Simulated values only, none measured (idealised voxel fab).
voxel ribs on slabs: a process module
We display cut, a cross-section 220 nm in width whose square cells are each 5 nm.
Throughout this document, each cross-section is represented as a grid of square cells and is presented as a sequence of bands enumerated from the top downward, where a band comprises one or more rows of cells.
Each band's line starts with the height of the band's top and of its bottom, in nm. Then come its materials from left to right, each with its width in nm. One material with "throughout" fills the band from edge to edge. "blank" is empty space.
Height datum 0, below which the as-received substrate wafer is one material. Lowest band open at the bottom, running downward: "z 0 and below".
With a width like "30->40", each row of cells in the band differs from the next by the same amount, the top row carrying the first number and the bottom row the second.
The designation "left unchanged", where it is given for a processing step, indicates that no cell of the cross-section was altered in the course of that step.
Look at "Closed internal cavities" for the closed voids: empty spaces with no open path to the top, sized 8 cells or up. Each is width x height at distance, distance from the left edge, all nm.
Whatever follows a step's settings on its line is a remark the simulator itself makes about that step.
A step's line can hold "overlay nm"; with a mask on that step, the setting says how far right of the planned place the mask lay, while a negative setting says it lay to the left.

# The steps planned for the process are as follows
step 1: RECEIVE with material Si
step 2: DIRECTIONAL_DEP with material SiO2, thk nm 20
step 3: DIRECTIONAL_DEP with material SiN, thk nm 15
step 4: PATTERN with tone cover, mask id RIB, material resist, width nm 20, thk nm 15, overlay nm 0
step 5: DIRECTIONAL_ETCH with etch materials SiN, depth nm 10
step 6: STRIP with etch materials resist
step 7: PATTERN with tone cover, mask id SLAB, material resist, width nm 60, thk nm 20, overlay nm 0
step 8: DIRECTIONAL_ETCH with etch materials SiN, depth nm 5
step 9: STRIP with etch materials resist
step 10: FILL_DEP with material SiO2, thk nm 20
step 11: CMP with height nm 45
step 12: DIRECTIONAL_DEP with material W, thk nm 5
step 13: PATTERN with tone cover, mask id HEATER, material resist, width nm 30, thk nm 20, overlay nm 0
step 14: DIRECTIONAL_ETCH with etch materials W, depth nm 5
step 15: STRIP with etch materials resist
step 16: CONFORMAL_DEP with material SiN, thk nm 10

# Incoming wafer, cross-sectional view, post step 1
  z 0 and below  Si throughout
  Closed internal cavities: none

# Run as planned - first of the two wafers cross-sectioned at the end of the module
  z 60 to 55  85 blank, then 50 SiN, then 85 blank
  z 55 to 50  SiN throughout
  z 50 to 45  95 SiN, then 30 W, then 95 SiN
  z 45 to 35  SiO2 throughout
  z 35 to 25  100 SiO2, then 20 SiN, then 100 SiO2
  z 25 to 20  80 SiO2, then 60 SiN, then 80 SiO2
  z 20 to 0  SiO2 throughout
  z 0 and below  Si throughout
  Closed internal cavities: none

# Second wafer through the module, sectioned at the end: same beginning and same plan as the first wafer, with one mistake in carrying it out
  z 60 to 55  85 blank, then 50 SiO2, then 85 blank
  z 55 to 50  SiO2 throughout
  z 50 to 45  95 SiO2, then 30 W, then 95 SiO2
  z 45 to 35  SiO2 throughout
  z 35 to 25  100 SiO2, then 20 SiN, then 100 SiO2
  z 25 to 20  80 SiO2, then 60 SiN, then 80 SiO2
  z 20 to 0  SiO2 throughout
  z 0 and below  Si throughout
  Closed internal cavities: none
What went wrong in running the wafer? so step 16 ended up running with a different setting than we planned, it ran as CONFORMAL_DEP with material SiO2, thk nm 10
Bottom line after processing is that, in cells, the second wafer is up or down on some materials versus the first: 92 fewer of SiN, 92 more of SiO2
